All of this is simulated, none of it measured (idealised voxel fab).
process module | voxel spacer lines
cross-section cut | 175 nm wide | cells 5 nm
A cross-section is a grid of square cells, given in bands from the top down. A band is one or more rows of cells.
Each band's line starts with the height of the band's top and of its bottom, in nm. Then come its materials from left to right, each with its width in nm. One material with "throughout" fills the band from edge to edge. "air" is empty space.
Height 0 is the level under which the wafer as received is all one material. The lowest band goes on downwards, as in "0 down".
A width such as "30 to 40" changes by the same amount from each row of cells to the next, from the band's top row to its bottom row.
"no change" after a step means that no cell of the cross-section changed.
closed voids: empty space of 8 cells or more with no open way to the top, each as width x height at its distance from the left edge, in nm
after a step's settings: what the simulator itself notes on the step
overlay nm, on a step with a mask: how far to the right of its planned place the mask lay; to the left if negative
plan
1 op RECEIVE | material Si
2 op CONFORMAL_DEP | material Al2O3 | thk nm 10
3 op DIRECTIONAL_DEP | material TiN | thk nm 15
4 op DIRECTIONAL_DEP | material polySi | thk nm 25
5 op PATTERN | tone cover | mask id MANDREL | material resist | width nm 25 | pitch nm 70 | thk nm 30 | overlay nm 0
6 op DIRECTIONAL_ETCH | etch materials polySi | depth nm 25
7 op STRIP | etch materials resist
8 op CONFORMAL_DEP | material SiN | thk nm 10
9 op DIRECTIONAL_ETCH | etch materials SiN | depth nm 5
10 op STRIP | etch materials polySi
11 op DIRECTIONAL_ETCH | etch materials TiN | depth nm 15
12 op STRIP | etch materials SiN
varied across the wafers: depth nm of step 9. The plan shows the first wafer's value. All wafers start alike
first wafer as received, after step 1
  0 down: Si throughout
  closed voids: none
first wafer at the end, after step 12
  50 to 25: air 40 | polySi 25 | air 45 | polySi 25 | air 40
  25 to 10: TiN throughout
  10 to 0: Al2O3 throughout
  0 down: Si throughout
  closed voids: none
last wafer at the end
  25 to 10: air 30 | TiN 10 | air 25 | TiN 10 | air 25 | TiN 10 | air 25 | TiN 10 | air 30
  10 to 0: Al2O3 throughout
  0 down: Si throughout
  closed voids: none
each wafer at the end: cells of each material gained (+) or lost (-) since it was received, then its closed voids
depth nm 5 | +70 Al2O3 | +105 TiN | +50 polySi | closed voids: none
depth nm 10 | +70 Al2O3 | +24 TiN | closed voids: none
depth nm 15 | +70 Al2O3 | +24 TiN | closed voids: none
depth nm 20 | +70 Al2O3 | +24 TiN | closed voids: none
depth nm 25 | +70 Al2O3 | +24 TiN | closed voids: none
